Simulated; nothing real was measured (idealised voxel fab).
Proc. module: voxel released beams
Square cells of 5 nm make up the cross-section cut, whose width is 295 nm.
Reading order for cross-sections: top band down to bottom band. Underlying form: a grid of square cells. Band size: one or more rows of cells. For a band, the entry starts with two heights in nm, that of the top and then that of the bottom, and carries on with the band's materials in order from left to right, each alongside its width in nm; the word "full width" beside a single material means it fills the band edge to edge, and "blank" means empty space. Where do heights start? At 0: under that level the wafer as delivered is made of one material only. And the lowest band has no floor; it just carries on downward, as in "0 -> down". Think of "30->40" as a width that walks from the first number to the second as you go down the band, top row to bottom row, taking equal-sized steps from row to row. The cross-section has no changed cell in any step marked "everything unchanged". In "Enclosed void catalog" the enclosed voids are listed, meaning empty spaces of 8 cells or larger without any opening to the top. The form is width x height at distance, distance from the left edge, units nm. The remark found on a step's line after its settings is issued by the simulator itself and pertains to that step. overlay nm: step with mask; distance mask lay right of planned place; negative value = left of planned place.
### So here's the lineup of process steps we planned
1. RECEIVE: material Si
2. CONFORMAL_DEP: material Al2O3, thk nm 5
3. DIRECTIONAL_DEP: material SiO2, thk nm 15
4. DIRECTIONAL_DEP: material aC, thk nm 15
5. PATTERN: tone open, mask id ANCHOR, material resist, width nm 40, thk nm 35, overlay nm 0
6. DIRECTIONAL_ETCH: etch materials aC, depth nm 15
7. STRIP: etch materials resist
8. DIRECTIONAL_ETCH: etch materials SiO2, depth nm 15
9. STRIP: etch materials aC
10. CONFORMAL_DEP: material SiN, thk nm 15
11. DIRECTIONAL_DEP: material aC, thk nm 15
12. PATTERN: tone cover, mask id BEAM, material resist, width nm 95, thk nm 30, overlay nm 0
13. DIRECTIONAL_ETCH: etch materials aC, depth nm 15
14. STRIP: etch materials resist
15. DIRECTIONAL_ETCH: etch materials SiN, depth nm 15
16. STRIP: etch materials aC
17. STRIP: etch materials SiO2
### as received, after step 1
> 0 -> down  Si full width
> Enclosed void catalog: none
### Post-module cross-section of the first of two wafers (run per plan)
> 35 -> 20  blank 95 | SiN 20 | blank 10 | SiN 65 | blank 105
> 20 -> 5  blank 100 | SiN 40 | blank 155
> 5 -> 0  Al2O3 full width
> 0 -> down  Si full width
> Enclosed void catalog: none
### Presented here is a cross-section of the second of the two wafers as it stood at the end of the module. It was started in the same manner and assigned the same plan as the first wafer; however, one mistake was made in its execution
> 35 -> 30  blank 95 | SiN 20 | blank 10 | SiN 65 | blank 105
> 30 -> 20  SiN 115 | blank 10 | SiN 170
> 20 -> 5  SiO2 100 | SiN 40 | SiO2 155
> 5 -> 0  Al2O3 full width
> 0 -> down  Si full width
> Enclosed void catalog: none
Misprocessing identified: step 15 was processed under conditions differing from the plan, specifically as DIRECTIONAL_ETCH: etch materials SiN, depth nm 5
The second wafer ends with more or fewer cells of some materials than the first, per final count: SiN +80, SiO2 +153
